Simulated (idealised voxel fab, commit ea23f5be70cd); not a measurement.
The following process module bears the name voxel transistor to metal.
Displayed cross-section: cut, width of 140 nm, square cells sized 5 nm.
A cross-section is a grid of square cells, given in bands from the top down. A band is one or more rows of cells.
Within each band entry, the heights of the top and of the bottom of the band appear first, in that order and in nm; the materials of the band then follow from left to right, each with its corresponding width in nm. The designation "throughout" on a single material indicates that it fills the band from edge to edge; the designation "blank" indicates empty space.
Beneath 0, the wafer as received is one material, and that level is where height counting begins. The lowest band goes on downward without a bottom; it is written like "0 -> down".
Read "30 to 40" as a graded width: first number on top, second number at the bottom, same change between each pair of neighbouring rows.
"remained the same" means the step left every cell of the cross-section as it was.
Listed in "Closed void listing": every empty space of 8 or more cells without an open way to the top. Form: width x height at distance, the distance being from the left edge, all in nm.
Read whatever lies past the settings on a step's line as the simulator's own remark about the step.
For masked steps, "overlay nm" on the step line gives how far right of plan the mask actually lay; a minus sign means it lay to the left.
In what follows, pairs of cross-sections are presented, each taken before and after one process step, with the after cross-section shown only down to the lowest band that was altered; the step, together with its settings, is stated below the pair. The pairs may stem from different runs of this module on the same starting wafer; accordingly, a pair should be taken as continuing from the one above it solely where its entry headed "Before the process" indicates as much.

BEFORE THE PROCESS
	75 -> 70 = blank 20 nm; SiCN 30 nm; blank 35 nm; SiCN 30 nm; blank 25 nm
	70 -> 50 = blank 20 nm; SiCN 5 nm; W 20 nm; SiCN 5 nm; blank 35 nm; SiCN 5 nm; W 20 nm; SiCN 5 nm; blank 25 nm
	50 -> 45 = SiCN 25 nm; TiN 20 nm; SiCN 45 nm; TiN 20 nm; SiCN 30 nm
	45 -> 35 = SiO2 25 nm; TiN 5 nm; W 10 nm; TiN 5 nm; SiO2 45 nm; TiN 5 nm; W 10 nm; TiN 5 nm; SiO2 30 nm
	35 -> 10 = SiO2 25 nm; TiN 5 nm; W 10 nm; TiN 5 nm; SiO2 5 nm; SiN 10 nm; polySi 15 nm; SiN 10 nm; SiO2 5 nm; TiN 5 nm; W 10 nm; TiN 5 nm; SiO2 30 nm
	10 -> 5 = SiO2 10 nm; SiN 10 nm; SiO2 5 nm; TiN 5 nm; W 10 nm; TiN 5 nm; SiO2 45 nm; TiN 5 nm; W 10 nm; TiN 5 nm; SiO2 5 nm; SiN 10 nm; SiO2 15 nm
	5 -> 0 = SiO2 10 nm; SiN 10 nm; SiO2 5 nm; TiN 20 nm; SiO2 45 nm; TiN 20 nm; SiO2 5 nm; SiN 10 nm; SiO2 15 nm
	0 -> -5 = pSi 10 nm; SiO2 115 nm; pSi 15 nm
	-5 -> -30 = Si 15 nm; SiO2 105 nm; Si 20 nm
	-30 -> down = Si throughout
	Closed void listing: none

POST-STEP GEOMETRY
	85 -> 75 = SiO2 throughout
	75 -> 70 = SiO2 20 nm; SiCN 30 nm; SiO2 35 nm; SiCN 30 nm; SiO2 25 nm
	70 -> 50 = SiO2 20 nm; SiCN 5 nm; W 20 nm; SiCN 5 nm; SiO2 35 nm; SiCN 5 nm; W 20 nm; SiCN 5 nm; SiO2 25 nm
	Below 50, the layers are the same as they were.
	Closed void listing: none
Before/after cross-sections above; step in between: FILL_DEP [material SiO2] [thk nm 10]

Before the process: This step starts from the configuration shown after the step in the pair immediately above.

POST-STEP GEOMETRY
	70 -> 50 = SiO2 20 nm; SiCN 5 nm; W 20 nm; SiCN 5 nm; SiO2 35 nm; SiCN 5 nm; W 20 nm; SiCN 5 nm; SiO2 25 nm
	Below 50, the layers are the same as they were.
	Closed void listing: none
Before/after cross-sections above; step in between: CMP [height nm 70]

Before the process: This step starts from the configuration shown after the step in the pair immediately above.

POST-STEP GEOMETRY
	75 -> 70 = SiCN throughout
	Below 70, the layers are the same as they were.
	Closed void listing: none
Before/after cross-sections above; step in between: CONFORMAL_DEP [material SiCN] [thk nm 5]
